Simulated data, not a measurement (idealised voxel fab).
Herein follows the process module entitled voxel fin reveal.
Cross-sectional view cut (width: 205 nm; square cell size: 5 nm).
Each cross-section below is a grid of square cells, stated as bands in top-down order, with one or more rows of cells making up each band. Look at the band entry: it leads with the top's height and the bottom's height in nm. Then it lists the materials left to right, with a width in nm for each. The word "throughout" on a single material says that material fills the band edge to edge. The word "empty" is empty space. Height is counted from the level 0, under which the received wafer is composed throughout of one material. The lowest of the bands is not closed at the bottom but continues downward, in the notation "0 nm and below". Read "30..40" as a graded width: first number on top, second number at the bottom, same change between each pair of neighbouring rows. "no change" -> step changed no cross-section cell. Voids not open to the top, 8 cells minimum: see "Tabulated closed voids". Written width x height at distance; distance is from the left edge; nm. Note: text after step settings on the step line = simulator remark on that step. "overlay nm" answers the question of how far to the right of plan the mask lay on a step that has a mask, and when it is negative the answer is to the left. Pairs ahead. Before: cross-section ahead of one process step. After: cross-section once the step is done, shown to the lowest changed band only. Under each pair: that step, with settings. Caution: pairs may come from different runs of this module on the same starting wafer; a pair follows the pair above only where its "Pre-process cross-section" entry says so.
PRE-PROCESS CROSS-SECTION
- 50 nm to 20 nm: 55 nm resist  15 nm empty  25 nm resist  15 nm empty  25 nm resist  15 nm empty  55 nm resist
- 20 nm to 5 nm: aC throughout
- 5 nm to 0 nm: SiN throughout
- 0 nm and below: Si throughout
- Tabulated closed voids: none
SECTIONAL RESULT
- 35 nm to 20 nm: 55 nm resist  15 nm empty  25 nm resist  15 nm empty  25 nm resist  15 nm empty  55 nm resist
- 20 nm to 5 nm: 55 nm aC  15 nm empty  25 nm aC  15 nm empty  25 nm aC  15 nm empty  55 nm aC
- Below a height of 5, the structure has not been altered.
- Tabulated closed voids: none
Between the cross-sections above, the step performed was DIRECTIONAL_ETCH,etch materials aC,depth nm 15
Pre-process cross-section: we pick up right where the pair above leaves off, with its after cross-section.
SECTIONAL RESULT
- 20 nm to 5 nm: 55 nm aC  15 nm empty  25 nm aC  15 nm empty  25 nm aC  15 nm empty  55 nm aC
- Below a height of 5, the structure has not been altered.
- Tabulated closed voids: none
Between the cross-sections above, the step performed was STRIP,etch materials resist
Pre-process cross-section: we pick up right where the pair above leaves off, with its after cross-section.
SECTIONAL RESULT
- 20 nm to 5 nm: 55 nm aC  15 nm empty  25 nm aC  15 nm empty  25 nm aC  15 nm empty  55 nm aC
- 5 nm to 0 nm: 55 nm SiN  15 nm empty  25 nm SiN  15 nm empty  25 nm SiN  15 nm empty  55 nm SiN
- Below a height of 0, the structure has not been altered.
- Tabulated closed voids: none
Between the cross-sections above, the step performed was DIRECTIONAL_ETCH,etch materials SiN,depth nm 5
Pre-process cross-section: we pick up right where the pair above leaves off, with its after cross-section.
SECTIONAL RESULT
- 20 nm to 5 nm: 55 nm aC  15 nm empty  25 nm aC  15 nm empty  25 nm aC  15 nm empty  55 nm aC
- 5 nm to 0 nm: 55 nm SiN  15 nm empty  25 nm SiN  15 nm empty  25 nm SiN  15 nm empty  55 nm SiN
- 0 nm to -40 nm: 55 nm Si  15 nm empty  25 nm Si  15 nm empty  25 nm Si  15 nm empty  55 nm Si
- Below a height of -40, the structure has not been altered.
- Tabulated closed voids: none
Between the cross-sections above, the step performed was DIRECTIONAL_ETCH,etch materials Si,depth nm 40
Pre-process cross-section: we pick up right where the pair above leaves off, with its after cross-section.
SECTIONAL RESULT
- 5 nm to 0 nm: 55 nm SiN  15 nm empty  25 nm SiN  15 nm empty  25 nm SiN  15 nm empty  55 nm SiN
- Below a height of 0, the structure has not been altered.
- Tabulated closed voids: none
Between the cross-sections above, the step performed was STRIP,etch materials aC
Pre-process cross-section: we pick up right where the pair above leaves off, with its after cross-section.
SECTIONAL RESULT
- 5 nm to 0 nm: 55 nm SiN  15 nm empty  25 nm SiN  15 nm empty  25 nm SiN  15 nm empty  55 nm SiN
- 0 nm to -40 nm: 50 nm Si  5 nm SiO2  15 nm empty  5 nm SiO2  15 nm Si  5 nm SiO2  15 nm empty  5 nm SiO2  15 nm Si  5 nm SiO2  15 nm empty  5 nm SiO2  50 nm Si
- -40 nm to -45 nm: 50 nm Si  25 nm SiO2  15 nm Si  25 nm SiO2  15 nm Si  25 nm SiO2  50 nm Si
- Below a height of -45, the structure has not been altered.
- Tabulated closed voids: none
Between the cross-sections above, the step performed was OXIDIZE,depth nm 5
Pre-process cross-section: we pick up right where the pair above leaves off, with its after cross-section.
SECTIONAL RESULT
- 20 nm to 5 nm: SiO2 throughout
- 5 nm to 0 nm: 55 nm SiN  15 nm SiO2  25 nm SiN  15 nm SiO2  25 nm SiN  15 nm SiO2  55 nm SiN
- 0 nm to -45 nm: 50 nm Si  25 nm SiO2  15 nm Si  25 nm SiO2  15 nm Si  25 nm SiO2  50 nm Si
- Below a height of -45, the structure has not been altered.
- Tabulated closed voids: none
Between the cross-sections above, the step performed was FILL_DEP,material SiO2,thk nm 15
Pre-process cross-section: we pick up right where the pair above leaves off, with its after cross-section.
SECTIONAL RESULT
- 5 nm to 0 nm: 55 nm SiN  15 nm SiO2  25 nm SiN  15 nm SiO2  25 nm SiN  15 nm SiO2  55 nm SiN
- Below a height of 0, the structure has not been altered.
- Tabulated closed voids: none
Between the cross-sections above, the step performed was CMP,height nm 5
Pre-process cross-section: we pick up right where the pair above leaves off, with its after cross-section.
SECTIONAL RESULT
- 5 nm to 0 nm: 55 nm SiN  15 nm empty  25 nm SiN  15 nm empty  25 nm SiN  15 nm empty  55 nm SiN
- 0 nm to -25 nm: 50 nm Si  25 nm empty  15 nm Si  25 nm empty  15 nm Si  25 nm empty  50 nm Si
- Below a height of -25, the structure has not been altered.
- Tabulated closed voids: none
Between the cross-sections above, the step performed was SELECTIVE_ETCH,etch materials SiO2,depth nm 30
Pre-process cross-section: we pick up right where the pair above leaves off, with its after cross-section.
SECTIONAL RESULT
- 0 nm to -25 nm: 50 nm Si  25 nm empty  15 nm Si  25 nm empty  15 nm Si  25 nm empty  50 nm Si
- Below a height of -25, the structure has not been altered.
- Tabulated closed voids: none
Between the cross-sections above, the step performed was STRIP,etch materials SiN
Pre-process cross-section: we pick up right where the pair above leaves off, with its after cross-section.
SECTIONAL RESULT
- 5 nm to 0 nm: 55 nm HfO2  15 nm empty  25 nm HfO2  15 nm empty  25 nm HfO2  15 nm empty  55 nm HfO2
- 0 nm to -20 nm: 50 nm Si  5 nm HfO2  15 nm empty  5 nm HfO2  15 nm Si  5 nm HfO2  15 nm empty  5 nm HfO2  15 nm Si  5 nm HfO2  15 nm empty  5 nm HfO2  50 nm Si
- -20 nm to -25 nm: 50 nm Si  25 nm HfO2  15 nm Si  25 nm HfO2  15 nm Si  25 nm HfO2  50 nm Si
- Below a height of -25, the structure has not been altered.
- Tabulated closed voids: none
Between the cross-sections above, the step performed was CONFORMAL_DEP,material HfO2,thk nm 5
